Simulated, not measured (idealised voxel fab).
You're looking at the process module voxel self aligned vias.
Shown is cross-section cut, with a width of 285 nm and square cells of size 5 nm.
Format of a cross-section: grid, square cells. Given as bands. Order: top down. Band: one or more rows of cells.
Heights first: top, then bottom, in nm. Then materials, left to right, each with a width in nm. "throughout" on a single material: fills the band edge to edge. "blank": empty space.
Note: height 0 marks the level under which the wafer is uniformly one material as received. Lowest band unbounded below, written "from 0 down".
Think of "30..40" as a width that walks from the first number to the second as you go down the band, top row to bottom row, taking equal-sized steps from row to row.
For the purposes of this document, the phrase "no change" attached to a step denotes that no cell within the cross-section was modified by that step.
Look at "Closed cavity list" for the closed voids: empty spaces with no open path to the top, sized 8 cells or up. Each is width x height at distance, distance from the left edge, all nm.
That trailing text on a step's line, after the settings, is the simulator's own remark on the step.
If you see "overlay nm" on a step's line and that step has a mask, it's telling you how far right of where it was planned the mask ended up; a negative number means it went left instead.

The planned process steps are enumerated hereunder
1) RECEIVE,material Si
2) CONFORMAL_DEP,material SiO2,thk nm 10
3) CONFORMAL_DEP,material SiCN,thk nm 5
4) DIRECTIONAL_DEP,material lowk,thk nm 20
5) MASKED_ETCH,tone open,mask id LINES,width nm 15,pitch nm 55,etch materials lowk,depth nm 20,overlay nm 0
6) CONFORMAL_DEP,material TiN,thk nm 5
7) FILL_DEP,material Ru,thk nm 10
8) CMP,height nm 35
9) SELECTIVE_ETCH,etch materials W Ru TiN,depth nm 5
10) FILL_DEP,material SiN,thk nm 10
11) CMP,height nm 35
12) DIRECTIONAL_DEP,material lowk,thk nm 20
13) PATTERN,tone open,mask id VIAS,material resist,width nm 35,pitch nm 110,thk nm 20,overlay nm 0
14) DIRECTIONAL_ETCH,etch materials lowk,depth nm 20
15) DIRECTIONAL_ETCH,etch materials SiN,depth nm 5
16) STRIP,etch materials resist
17) CONFORMAL_DEP,material TiN,thk nm 5
18) FILL_DEP,material W,thk nm 5
19) CMP,height nm 55
20) CONFORMAL_DEP,material SiN,thk nm 5
varied across the wafers: width nm of step 5. The plan shows the first wafer's value. All wafers start alike

Sectional view: first of several wafers, as received, after step 1
> from 0 down = Si throughout
> Closed cavity list: none

Cross-section after step 20, the final step of the module, for the first of several wafers
> from 60 to 55 = SiN throughout
> from 55 to 40 = 70 of lowk, 5 of TiN, 25 of W, 5 of TiN, 75 of lowk, 5 of TiN, 25 of W, 5 of TiN, 70 of lowk
> from 40 to 35 = 70 of lowk, 15 of TiN, 5 of W, 15 of TiN, 75 of lowk, 15 of TiN, 5 of W, 15 of TiN, 70 of lowk
> from 35 to 30 = 80 of lowk, 15 of TiN, 40 of lowk, 15 of SiN, 40 of lowk, 15 of TiN, 80 of lowk
> from 30 to 20 = 80 of lowk, 5 of TiN, 5 of Ru, 5 of TiN, 40 of lowk, 5 of TiN, 5 of Ru, 5 of TiN, 40 of lowk, 5 of TiN, 5 of Ru, 5 of TiN, 80 of lowk
> from 20 to 15 = 80 of lowk, 15 of TiN, 40 of lowk, 15 of TiN, 40 of lowk, 15 of TiN, 80 of lowk
> from 15 to 10 = SiCN throughout
> from 10 to 0 = SiO2 throughout
> from 0 down = Si throughout
> Closed cavity list: none

So this is the cross-section on the last wafer at the end of the module
> from 60 to 55 = SiN throughout
> from 55 to 35 = 70 of lowk, 5 of TiN, 25 of W, 5 of TiN, 75 of lowk, 5 of TiN, 25 of W, 5 of TiN, 70 of lowk
> from 35 to 30 = 70 of lowk, 35 of TiN, 5 of SiN, 15 of lowk, 40 of SiN, 15 of lowk, 35 of TiN, 5 of SiN, 65 of lowk
> from 30 to 20 = 70 of lowk, 5 of TiN, 30 of Ru, 5 of TiN, 15 of lowk, 5 of TiN, 30 of Ru, 5 of TiN, 15 of lowk, 5 of TiN, 30 of Ru, 5 of TiN, 65 of lowk
> from 20 to 15 = 70 of lowk, 40 of TiN, 15 of lowk, 40 of TiN, 15 of lowk, 40 of TiN, 65 of lowk
> from 15 to 10 = SiCN throughout
> from 10 to 0 = SiO2 throughout
> from 0 down = Si throughout
> Closed cavity list: none

Note: the following table is arranged by wafer, a row apiece. Each row reports the end-of-module state: per material, cells gained (+) or cells lost (-) compared with the wafer as received; closed voids follow
width nm 15, +6 Ru, +57 SiCN, +60 SiN, +114 SiO2, +51 TiN, +32 W, +364 lowk, Closed cavity list: none
width nm 20, +12 Ru, +57 SiCN, +61 SiN, +114 SiO2, +54 TiN, +34 W, +352 lowk, Closed cavity list: none
width nm 25, +18 Ru, +57 SiCN, +62 SiN, +114 SiO2, +57 TiN, +36 W, +340 lowk, Closed cavity list: none
width nm 30, +24 Ru, +57 SiCN, +63 SiN, +114 SiO2, +60 TiN, +38 W, +328 lowk, Closed cavity list: none
width nm 35, +30 Ru, +57 SiCN, +64 SiN, +114 SiO2, +63 TiN, +40 W, +316 lowk, Closed cavity list: none
width nm 40, +36 Ru, +57 SiCN, +67 SiN, +114 SiO2, +66 TiN, +40 W, +304 lowk, Closed cavity list: none
